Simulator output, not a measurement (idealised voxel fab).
process module | voxel gate over fins
cross-section cut | 260 nm wide | cells 5 nm
A cross-section is a grid of square cells, given in bands from the top down. A band is one or more rows of cells.
Each band's line starts with the height of the band's top and of its bottom, in nm. Then come its materials from left to right, each with its width in nm. One material with "throughout" fills the band from edge to edge. "air" is empty space.
Height 0 is the level under which the wafer as received is all one material. The lowest band goes on downwards, as in "0 down".
A width such as "30 to 40" changes by the same amount from each row of cells to the next, from the band's top row to its bottom row.
"no change" after a step means that no cell of the cross-section changed.
closed voids: empty space of 8 cells or more with no open way to the top, each as width x height at its distance from the left edge, in nm
after a step's settings: what the simulator itself notes on the step
overlay nm, on a step with a mask: how far to the right of its planned place the mask lay; to the left if negative
plan
1 op RECEIVE | material Si
2 op CONFORMAL_DEP | material SiN | thk nm 5
3 op MASKED_ETCH | tone cover | mask id FINS | width nm 15 | pitch nm 50 | etch materials SiN | depth nm 5 | overlay nm 0
4 op MASKED_ETCH | tone cover | mask id FINS | width nm 15 | pitch nm 50 | etch materials Si | depth nm 35 | overlay nm 0
5 op OXIDIZE | depth nm 5
6 op FILL_DEP | material SiO2 | thk nm 15
7 op CMP | height nm 5
8 op MASKED_ETCH | tone open | mask id RAIL | width nm 15 | etch materials SiO2 | depth nm 35 | overlay nm 0
9 op CONFORMAL_DEP | material TiN | thk nm 5
10 op FILL_DEP | material Ru | thk nm 5
11 op CMP | height nm 5
12 op SELECTIVE_ETCH | etch materials W Ru TiN | depth nm 20
13 op FILL_DEP | material SiO2 | thk nm 5
14 op CMP | height nm 5
15 op SELECTIVE_ETCH | etch materials SiO2 | depth nm 15
16 op STRIP | etch materials SiN
17 op CONFORMAL_DEP | material HfO2 | thk nm 5
18 op CONFORMAL_DEP | material TiN | thk nm 5
19 op CONFORMAL_DEP | material TiAl | thk nm 5
20 op CONFORMAL_DEP | material TiN | thk nm 5
21 op FILL_DEP | material W | thk nm 10
22 op CMP | height nm 25
23 op CONFORMAL_DEP | material SiCN | thk nm 5
first wafer, as planned
as received, after step 1
  0 down: Si throughout
  closed voids: none
after step 2
  5 to 0: SiN throughout
  below 0: unchanged
after step 3
  5 to 0: air 45 | SiN 15 | air 35 | SiN 15 | air 35 | SiN 15 | air 35 | SiN 15 | air 50
  below 0: unchanged
after step 4
  5 to 0: air 45 | SiN 15 | air 35 | SiN 15 | air 35 | SiN 15 | air 35 | SiN 15 | air 50
  0 to -35: air 45 | Si 15 | air 35 | Si 15 | air 35 | Si 15 | air 35 | Si 15 | air 50
  below -35: unchanged
after step 5
  5 to 0: air 45 | SiN 15 | air 35 | SiN 15 | air 35 | SiN 15 | air 35 | SiN 15 | air 50
  0 to -35: air 45 | SiO2 5 | Si 5 | SiO2 5 | air 35 | SiO2 5 | Si 5 | SiO2 5 | air 35 | SiO2 5 | Si 5 | SiO2 5 | air 35 | SiO2 5 | Si 5 | SiO2 5 | air 50
  -35 to -40: SiO2 50 | Si 5 | SiO2 45 | Si 5 | SiO2 45 | Si 5 | SiO2 45 | Si 5 | SiO2 55
  below -40: unchanged
after step 6
  20 to 5: SiO2 throughout
  5 to 0: SiO2 45 | SiN 15 | SiO2 35 | SiN 15 | SiO2 35 | SiN 15 | SiO2 35 | SiN 15 | SiO2 50
  0 to -40: SiO2 50 | Si 5 | SiO2 45 | Si 5 | SiO2 45 | Si 5 | SiO2 45 | Si 5 | SiO2 55
  below -40: unchanged
after step 7
  5 to 0: SiO2 45 | SiN 15 | SiO2 35 | SiN 15 | SiO2 35 | SiN 15 | SiO2 35 | SiN 15 | SiO2 50
  below 0: unchanged
after step 8
  5 to 0: SiO2 45 | SiN 15 | SiO2 10 | air 15 | SiO2 10 | SiN 15 | SiO2 35 | SiN 15 | SiO2 35 | SiN 15 | SiO2 50
  0 to -30: SiO2 50 | Si 5 | SiO2 15 | air 15 | SiO2 15 | Si 5 | SiO2 45 | Si 5 | SiO2 45 | Si 5 | SiO2 55
  below -30: unchanged
after step 9
  10 to 5: TiN 75 | air 5 | TiN 180
  5 to 0: SiO2 45 | SiN 15 | SiO2 10 | TiN 5 | air 5 | TiN 5 | SiO2 10 | SiN 15 | SiO2 35 | SiN 15 | SiO2 35 | SiN 15 | SiO2 50
  0 to -25: SiO2 50 | Si 5 | SiO2 15 | TiN 5 | air 5 | TiN 5 | SiO2 15 | Si 5 | SiO2 45 | Si 5 | SiO2 45 | Si 5 | SiO2 55
  -25 to -30: SiO2 50 | Si 5 | SiO2 15 | TiN 15 | SiO2 15 | Si 5 | SiO2 45 | Si 5 | SiO2 45 | Si 5 | SiO2 55
  below -30: unchanged
after step 10
  15 to 10: Ru throughout
  10 to 5: TiN 75 | Ru 5 | TiN 180
  5 to 0: SiO2 45 | SiN 15 | SiO2 10 | TiN 5 | Ru 5 | TiN 5 | SiO2 10 | SiN 15 | SiO2 35 | SiN 15 | SiO2 35 | SiN 15 | SiO2 50
  0 to -25: SiO2 50 | Si 5 | SiO2 15 | TiN 5 | Ru 5 | TiN 5 | SiO2 15 | Si 5 | SiO2 45 | Si 5 | SiO2 45 | Si 5 | SiO2 55
  below -25: unchanged
after step 11
  5 to 0: SiO2 45 | SiN 15 | SiO2 10 | TiN 5 | Ru 5 | TiN 5 | SiO2 10 | SiN 15 | SiO2 35 | SiN 15 | SiO2 35 | SiN 15 | SiO2 50
  below 0: unchanged
after step 12
  5 to 0: SiO2 45 | SiN 15 | SiO2 10 | air 15 | SiO2 10 | SiN 15 | SiO2 35 | SiN 15 | SiO2 35 | SiN 15 | SiO2 50
  0 to -15: SiO2 50 | Si 5 | SiO2 15 | air 15 | SiO2 15 | Si 5 | SiO2 45 | Si 5 | SiO2 45 | Si 5 | SiO2 55
  below -15: unchanged
after step 13
  10 to 5: SiO2 throughout
  5 to 0: SiO2 45 | SiN 15 | SiO2 35 | SiN 15 | SiO2 35 | SiN 15 | SiO2 35 | SiN 15 | SiO2 50
  0 to -15: SiO2 50 | Si 5 | SiO2 45 | Si 5 | SiO2 45 | Si 5 | SiO2 45 | Si 5 | SiO2 55
  below -15: unchanged
after step 14
  5 to 0: SiO2 45 | SiN 15 | SiO2 35 | SiN 15 | SiO2 35 | SiN 15 | SiO2 35 | SiN 15 | SiO2 50
  below 0: unchanged
after step 15
  5 to 0: air 45 | SiN 15 | air 35 | SiN 15 | air 35 | SiN 15 | air 35 | SiN 15 | air 50
  0 to -10: air 50 | Si 5 | air 45 | Si 5 | air 45 | Si 5 | air 45 | Si 5 | air 55
  below -10: unchanged
after step 16
  0 to -10: air 50 | Si 5 | air 45 | Si 5 | air 45 | Si 5 | air 45 | Si 5 | air 55
  below -10: unchanged
after step 17
  5 to 0: air 45 | HfO2 15 | air 35 | HfO2 15 | air 35 | HfO2 15 | air 35 | HfO2 15 | air 50
  0 to -5: air 45 | HfO2 5 | Si 5 | HfO2 5 | air 35 | HfO2 5 | Si 5 | HfO2 5 | air 35 | HfO2 5 | Si 5 | HfO2 5 | air 35 | HfO2 5 | Si 5 | HfO2 5 | air 50
  -5 to -10: HfO2 50 | Si 5 | HfO2 45 | Si 5 | HfO2 45 | Si 5 | HfO2 45 | Si 5 | HfO2 55
  below -10: unchanged
after step 18
  10 to 5: air 40 | TiN 25 | air 25 | TiN 25 | air 25 | TiN 25 | air 25 | TiN 25 | air 45
  5 to 0: air 40 | TiN 5 | HfO2 15 | TiN 5 | air 25 | TiN 5 | HfO2 15 | TiN 5 | air 25 | TiN 5 | HfO2 15 | TiN 5 | air 25 | TiN 5 | HfO2 15 | TiN 5 | air 45
  0 to -5: TiN 45 | HfO2 5 | Si 5 | HfO2 5 | TiN 35 | HfO2 5 | Si 5 | HfO2 5 | TiN 35 | HfO2 5 | Si 5 | HfO2 5 | TiN 35 | HfO2 5 | Si 5 | HfO2 5 | TiN 50
  below -5: unchanged
after step 19
  15 to 10: air 35 | TiAl 35 | air 15 | TiAl 35 | air 15 | TiAl 35 | air 15 | TiAl 35 | air 40
  10 to 5: air 35 | TiAl 5 | TiN 25 | TiAl 5 | air 15 | TiAl 5 | TiN 25 | TiAl 5 | air 15 | TiAl 5 | TiN 25 | TiAl 5 | air 15 | TiAl 5 | TiN 25 | TiAl 5 | air 40
  5 to 0: TiAl 40 | TiN 5 | HfO2 15 | TiN 5 | TiAl 25 | TiN 5 | HfO2 15 | TiN 5 | TiAl 25 | TiN 5 | HfO2 15 | TiN 5 | TiAl 25 | TiN 5 | HfO2 15 | TiN 5 | TiAl 45
  below 0: unchanged
after step 20
  20 to 15: air 30 | TiN 45 | air 5 | TiN 45 | air 5 | TiN 45 | air 5 | TiN 45 | air 35
  15 to 10: air 30 | TiN 5 | TiAl 35 | TiN 5 | air 5 | TiN 5 | TiAl 35 | TiN 5 | air 5 | TiN 5 | TiAl 35 | TiN 5 | air 5 | TiN 5 | TiAl 35 | TiN 5 | air 35
  10 to 5: TiN 35 | TiAl 5 | TiN 25 | TiAl 5 | TiN 15 | TiAl 5 | TiN 25 | TiAl 5 | TiN 15 | TiAl 5 | TiN 25 | TiAl 5 | TiN 15 | TiAl 5 | TiN 25 | TiAl 5 | TiN 40
  below 5: unchanged
after step 21
  30 to 20: W throughout
  20 to 15: W 30 | TiN 45 | W 5 | TiN 45 | W 5 | TiN 45 | W 5 | TiN 45 | W 35
  15 to 10: W 30 | TiN 5 | TiAl 35 | TiN 5 | W 5 | TiN 5 | TiAl 35 | TiN 5 | W 5 | TiN 5 | TiAl 35 | TiN 5 | W 5 | TiN 5 | TiAl 35 | TiN 5 | W 35
  below 10: unchanged
after step 22
  25 to 20: W throughout
  below 20: unchanged
after step 23
  30 to 25: SiCN throughout
  below 25: unchanged
second wafer: like start, like plan, one mistake. Through step 16 it matches the first wafer
when step 17 should have ended
  5 to 0: air 45 | TiN 15 | air 35 | TiN 15 | air 35 | TiN 15 | air 35 | TiN 15 | air 50
  0 to -5: air 45 | TiN 5 | Si 5 | TiN 5 | air 35 | TiN 5 | Si 5 | TiN 5 | air 35 | TiN 5 | Si 5 | TiN 5 | air 35 | TiN 5 | Si 5 | TiN 5 | air 50
  -5 to -10: TiN 50 | Si 5 | TiN 45 | Si 5 | TiN 45 | Si 5 | TiN 45 | Si 5 | TiN 55
  below -10: unchanged
when step 18 should have ended
  10 to 5: air 40 | HfO2 25 | air 25 | HfO2 25 | air 25 | HfO2 25 | air 25 | HfO2 25 | air 45
  5 to 0: air 40 | HfO2 5 | TiN 15 | HfO2 5 | air 25 | HfO2 5 | TiN 15 | HfO2 5 | air 25 | HfO2 5 | TiN 15 | HfO2 5 | air 25 | HfO2 5 | TiN 15 | HfO2 5 | air 45
  0 to -5: HfO2 45 | TiN 5 | Si 5 | TiN 5 | HfO2 35 | TiN 5 | Si 5 | TiN 5 | HfO2 35 | TiN 5 | Si 5 | TiN 5 | HfO2 35 | TiN 5 | Si 5 | TiN 5 | HfO2 50
  below -5: unchanged
when step 19 should have ended
  15 to 10: air 35 | TiAl 35 | air 15 | TiAl 35 | air 15 | TiAl 35 | air 15 | TiAl 35 | air 40
  10 to 5: air 35 | TiAl 5 | HfO2 25 | TiAl 5 | air 15 | TiAl 5 | HfO2 25 | TiAl 5 | air 15 | TiAl 5 | HfO2 25 | TiAl 5 | air 15 | TiAl 5 | HfO2 25 | TiAl 5 | air 40
  5 to 0: TiAl 40 | HfO2 5 | TiN 15 | HfO2 5 | TiAl 25 | HfO2 5 | TiN 15 | HfO2 5 | TiAl 25 | HfO2 5 | TiN 15 | HfO2 5 | TiAl 25 | HfO2 5 | TiN 15 | HfO2 5 | TiAl 45
  below 0: unchanged
when step 20 should have ended
  20 to 15: air 30 | TiN 45 | air 5 | TiN 45 | air 5 | TiN 45 | air 5 | TiN 45 | air 35
  15 to 10: air 30 | TiN 5 | TiAl 35 | TiN 5 | air 5 | TiN 5 | TiAl 35 | TiN 5 | air 5 | TiN 5 | TiAl 35 | TiN 5 | air 5 | TiN 5 | TiAl 35 | TiN 5 | air 35
  10 to 5: TiN 35 | TiAl 5 | HfO2 25 | TiAl 5 | TiN 15 | TiAl 5 | HfO2 25 | TiAl 5 | TiN 15 | TiAl 5 | HfO2 25 | TiAl 5 | TiN 15 | TiAl 5 | HfO2 25 | TiAl 5 | TiN 40
  below 5: unchanged
when step 21 should have ended
  30 to 20: W throughout
  20 to 15: W 30 | TiN 45 | W 5 | TiN 45 | W 5 | TiN 45 | W 5 | TiN 45 | W 35
  15 to 10: W 30 | TiN 5 | TiAl 35 | TiN 5 | W 5 | TiN 5 | TiAl 35 | TiN 5 | W 5 | TiN 5 | TiAl 35 | TiN 5 | W 5 | TiN 5 | TiAl 35 | TiN 5 | W 35
  below 10: unchanged
when step 22 should have ended
  25 to 20: W throughout
  below 20: unchanged
when step 23 should have ended
  30 to 25: SiCN throughout
  below 25: unchanged
what went wrong: steps 17 and 18 were swapped
at the end the second wafer has, in cells: as many of each material as the first, in other places
